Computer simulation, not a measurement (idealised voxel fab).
process module | voxel released beams
cross-section cut | 250 nm wide | cells 5 nm
A cross-section is a grid of square cells, given in bands from the top down. A band is one or more rows of cells.
Each band's line starts with the height of the band's top and of its bottom, in nm. Then come its materials from left to right, each with its width in nm. One material with "throughout" fills the band from edge to edge. "air" is empty space.
Height 0 is the level under which the wafer as received is all one material. The lowest band goes on downwards, as in "0 down".
A width such as "30 to 40" changes by the same amount from each row of cells to the next, from the band's top row to its bottom row.
"no change" after a step means that no cell of the cross-section changed.
closed voids: empty space of 8 cells or more with no open way to the top, each as width x height at its distance from the left edge, in nm
after a step's settings: what the simulator itself notes on the step
overlay nm, on a step with a mask: how far to the right of its planned place the mask lay; to the left if negative
plan
1 op RECEIVE | material Si
2 op CONFORMAL_DEP | material Al2O3 | thk nm 5
3 op DIRECTIONAL_DEP | material SiO2 | thk nm 20
4 op PATTERN | tone open | mask id ANCHOR | material resist | width nm 45 | thk nm 15 | overlay nm 0
5 op DIRECTIONAL_ETCH | etch materials SiO2 | depth nm 20
6 op STRIP | etch materials resist
7 op CONFORMAL_DEP | material SiN | thk nm 15
8 op DIRECTIONAL_DEP | material aC | thk nm 10
9 op PATTERN | tone cover | mask id BEAM | material resist | width nm 105 | thk nm 30 | overlay nm -15
10 op DIRECTIONAL_ETCH | etch materials aC | depth nm 10
11 op STRIP | etch materials resist
12 op DIRECTIONAL_ETCH | etch materials SiN | depth nm 15
13 op STRIP | etch materials aC
14 op STRIP | etch materials SiO2
varied across the wafers: overlay nm of step 9. The plan shows the first wafer's value. All wafers start alike
first wafer as received, after step 1
  0 down: Si throughout
  closed voids: none
first wafer at the end, after step 14
  40 to 25: air 55 | SiN 35 | air 15 | SiN 55 | air 90
  25 to 20: air 75 | SiN 15 | air 15 | SiN 15 | air 130
  20 to 5: air 75 | SiN 45 | air 130
  5 to 0: Al2O3 throughout
  0 down: Si throughout
  closed voids: none
last wafer at the end
  40 to 25: air 85 | SiN 5 | air 15 | SiN 85 | air 60
  25 to 20: air 75 | SiN 15 | air 15 | SiN 15 | air 130
  20 to 5: air 75 | SiN 45 | air 130
  5 to 0: Al2O3 throughout
  0 down: Si throughout
  closed voids: none
each wafer at the end: cells of each material gained (+) or lost (-) since it was received, then its closed voids
overlay nm -15 | +50 Al2O3 | +87 SiN | closed voids: none
overlay nm -10 | +50 Al2O3 | +87 SiN | closed voids: none
overlay nm -5 | +50 Al2O3 | +87 SiN | closed voids: none
overlay nm 0 | +50 Al2O3 | +87 SiN | closed voids: none
overlay nm 5 | +50 Al2O3 | +87 SiN | closed voids: none
overlay nm 10 | +50 Al2O3 | +87 SiN | closed voids: none
overlay nm 15 | +50 Al2O3 | +87 SiN | closed voids: none
